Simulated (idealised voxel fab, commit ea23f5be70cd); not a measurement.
process module | voxel tone inversion
cross-section cut | 225 nm wide | cells 5 nm
A cross-section is a grid of square cells, given in bands from the top down. A band is one or more rows of cells.
Each band's line starts with the height of the band's top and of its bottom, in nm. Then come its materials from left to right, each with its width in nm. One material with "throughout" fills the band from edge to edge. "air" is empty space.
Height 0 is the level under which the wafer as received is all one material. The lowest band goes on downwards, as in "0 down".
A width such as "30 to 40" changes by the same amount from each row of cells to the next, from the band's top row to its bottom row.
"no change" after a step means that no cell of the cross-section changed.
closed voids: empty space of 8 cells or more with no open way to the top, each as width x height at its distance from the left edge, in nm
after a step's settings: what the simulator itself notes on the step
overlay nm, on a step with a mask: how far to the right of its planned place the mask lay; to the left if negative
plan
1 op RECEIVE | material Si
2 op CONFORMAL_DEP | material SiCN | thk nm 5
3 op DIRECTIONAL_DEP | material polySi | thk nm 25
4 op PATTERN | tone cover | mask id POSTS | material resist | width nm 25 | pitch nm 50 | thk nm 35 | overlay nm 0
5 op DIRECTIONAL_ETCH | etch materials polySi | depth nm 25
6 op STRIP | etch materials resist
7 op FILL_DEP | material lowk | thk nm 5
8 op CMP | height nm 30
9 op STRIP | etch materials polySi
as received, after step 1
  0 down: Si throughout
  closed voids: none
a wafer at the end: this start, this plan, one mistake
  30 to 25: lowk throughout
  25 to 0: lowk 75 | polySi 25 | lowk 25 | polySi 25 | lowk 75
  0 down: Si throughout
  closed voids: none
what went wrong: step 2 was left out
